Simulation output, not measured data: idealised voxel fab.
process module | voxel air gaps
cross-section cut | 220 nm wide | cells 5 nm
A cross-section is a grid of square cells, given in bands from the top down. A band is one or more rows of cells.
Each band's line starts with the height of the band's top and of its bottom, in nm. Then come its materials from left to right, each with its width in nm. One material with "throughout" fills the band from edge to edge. "air" is empty space.
Height 0 is the level under which the wafer as received is all one material. The lowest band goes on downwards, as in "0 down".
A width such as "30 to 40" changes by the same amount from each row of cells to the next, from the band's top row to its bottom row.
"no change" after a step means that no cell of the cross-section changed.
closed voids: empty space of 8 cells or more with no open way to the top, each as width x height at its distance from the left edge, in nm
after a step's settings: what the simulator itself notes on the step
overlay nm, on a step with a mask: how far to the right of its planned place the mask lay; to the left if negative
plan
1 op RECEIVE | material Si
2 op CONFORMAL_DEP | material SiO2 | thk nm 15
3 op CONFORMAL_DEP | material SiN | thk nm 5
4 op DIRECTIONAL_DEP | material SiO2 | thk nm 35
5 op DIRECTIONAL_DEP | material aC | thk nm 15
6 op PATTERN | tone open | mask id LINES | material resist | width nm 20 | pitch nm 50 | thk nm 30 | overlay nm 0
7 op DIRECTIONAL_ETCH | etch materials aC | depth nm 15
8 op STRIP | etch materials resist
9 op DIRECTIONAL_ETCH | etch materials SiO2 | depth nm 35
10 op STRIP | etch materials aC
11 op CONFORMAL_DEP | material TiN | thk nm 5
12 op FILL_DEP | material W | thk nm 10
13 op CMP | height nm 55
14 op EPI | material Ru | thk nm 10
15 op SELECTIVE_ETCH | etch materials SiO2 | depth nm 45
16 op CONFORMAL_DEP | material SiCN | thk nm 5
varied across the wafers: thk nm of step 16. The plan shows the first wafer's value. All wafers start alike
first wafer as received, after step 1
  0 down: Si throughout
  closed voids: none
each wafer at the end: cells of each material gained (+) or lost (-) since it was received, then its closed voids
thk nm 5 | +64 Ru | +148 SiCN | +44 SiN | +132 SiO2 | +64 TiN | +48 W | closed voids: 20 x 25 at 50; 20 x 25 at 100; 20 x 25 at 150
thk nm 10 | +64 Ru | +218 SiCN | +44 SiN | +132 SiO2 | +64 TiN | +48 W | closed voids: 20 x 25 at 50; 20 x 25 at 100; 20 x 25 at 150
thk nm 15 | +64 Ru | +288 SiCN | +44 SiN | +132 SiO2 | +64 TiN | +48 W | closed voids: 20 x 25 at 50; 20 x 25 at 100; 20 x 25 at 150
thk nm 20 | +64 Ru | +332 SiCN | +44 SiN | +132 SiO2 | +64 TiN | +48 W | closed voids: 20 x 25 at 50; 20 x 25 at 100; 20 x 25 at 150
